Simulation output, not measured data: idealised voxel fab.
Module name: voxel trench capacitor (process module)
This is section cut - it's 255 nm across, gridded in 5 nm square cells.
A cross-section is a grid of square cells, given in bands from the top down. A band is one or more rows of cells.
In this notation a band is specified by the heights of its top and bottom, in that order and in nm, after which its materials appear from left to right, each paired with its width in nm. The word "throughout" attached to a single material means that material fills the band from edge to edge; the word "air" stands for empty space.
Heights are measured from 0, the level below which the as-received wafer is all one material; the lowest band has no bottom and continues downward, written as in "0 down".
You'd read "30 to 40" like this: the band's top row of cells is as wide as the first number, its bottom row is as wide as the second, and going down, every row changes width by the same amount as the row before did.
Any step labelled "remained unchanged" changed none of the cells in the cross-section.
So "Enclosed internal voids" is basically the list of trapped voids: any empty space of 8 cells or more that can't reach the top through an opening. They're written width x height at distance, the distance being from the left edge, and it's all nm.
after a step's settings: what the simulator itself notes on the step
On any step carrying a mask, the "overlay nm" setting, if present on the step's line, tells how far right of its planned place the mask lay; negative values point to the left.
Steps planned for the process:
| 1 | RECEIVE [material Si] |
| 2 | CONFORMAL_DEP [material SiN] [thk nm 10] |
| 3 | PATTERN [tone open] [mask id TRENCH] [material resist] [width nm 25] [pitch nm 50] [thk nm 20] [overlay nm 0] |
| 4 | DIRECTIONAL_ETCH [etch materials SiN] [depth nm 10] |
| 5 | DIRECTIONAL_ETCH [etch materials Si] [depth nm 30] |
| 6 | STRIP [etch materials resist] |
| 7 | CONFORMAL_DEP [material Al2O3] [thk nm 5] |
| 8 | CONFORMAL_DEP [material TiN] [thk nm 5] |
| 9 | FILL_DEP [material W] [thk nm 10] |
| 10 | CMP [height nm 10] |
Here's what the wafer looked like in cross-section when it arrived - that's after step 1:
- 0 down: Si throughout
- Enclosed internal voids: none
Here's the cross-section of the first of our two wafers at the end of the module - it ran as planned:
- 10 to 0: 40 SiN; 5 Al2O3; 5 TiN; 5 W; 5 TiN; 5 Al2O3; 25 SiN; 5 Al2O3; 5 TiN; 5 W; 5 TiN; 5 Al2O3; 25 SiN; 5 Al2O3; 5 TiN; 5 W; 5 TiN; 5 Al2O3; 25 SiN; 5 Al2O3; 5 TiN; 5 W; 5 TiN; 5 Al2O3; 40 SiN
- 0 to -20: 40 Si; 5 Al2O3; 5 TiN; 5 W; 5 TiN; 5 Al2O3; 25 Si; 5 Al2O3; 5 TiN; 5 W; 5 TiN; 5 Al2O3; 25 Si; 5 Al2O3; 5 TiN; 5 W; 5 TiN; 5 Al2O3; 25 Si; 5 Al2O3; 5 TiN; 5 W; 5 TiN; 5 Al2O3; 40 Si
- -20 to -25: 40 Si; 5 Al2O3; 15 TiN; 5 Al2O3; 25 Si; 5 Al2O3; 15 TiN; 5 Al2O3; 25 Si; 5 Al2O3; 15 TiN; 5 Al2O3; 25 Si; 5 Al2O3; 15 TiN; 5 Al2O3; 40 Si
- -25 to -30: 40 Si; 25 Al2O3; 25 Si; 25 Al2O3; 25 Si; 25 Al2O3; 25 Si; 25 Al2O3; 40 Si
- -30 down: Si throughout
- Enclosed internal voids: none
Cross-sectional view of the second of two wafers upon completion of the module. This wafer shared its starting condition and process plan with the first; one error was made during its execution:
- 10 to 0: 40 SiN; 5 TiN; 5 Al2O3; 5 W; 5 Al2O3; 5 TiN; 25 SiN; 5 TiN; 5 Al2O3; 5 W; 5 Al2O3; 5 TiN; 25 SiN; 5 TiN; 5 Al2O3; 5 W; 5 Al2O3; 5 TiN; 25 SiN; 5 TiN; 5 Al2O3; 5 W; 5 Al2O3; 5 TiN; 40 SiN
- 0 to -20: 40 Si; 5 TiN; 5 Al2O3; 5 W; 5 Al2O3; 5 TiN; 25 Si; 5 TiN; 5 Al2O3; 5 W; 5 Al2O3; 5 TiN; 25 Si; 5 TiN; 5 Al2O3; 5 W; 5 Al2O3; 5 TiN; 25 Si; 5 TiN; 5 Al2O3; 5 W; 5 Al2O3; 5 TiN; 40 Si
- -20 to -25: 40 Si; 5 TiN; 15 Al2O3; 5 TiN; 25 Si; 5 TiN; 15 Al2O3; 5 TiN; 25 Si; 5 TiN; 15 Al2O3; 5 TiN; 25 Si; 5 TiN; 15 Al2O3; 5 TiN; 40 Si
- -25 to -30: 40 Si; 25 TiN; 25 Si; 25 TiN; 25 Si; 25 TiN; 25 Si; 25 TiN; 40 Si
- -30 down: Si throughout
- Enclosed internal voids: none
Misprocessing identified: sequence error: steps 7 and 8 interchanged
End check, counted in cells, second wafer has more or fewer of these materials than the first: Al2O3 -16; TiN +16
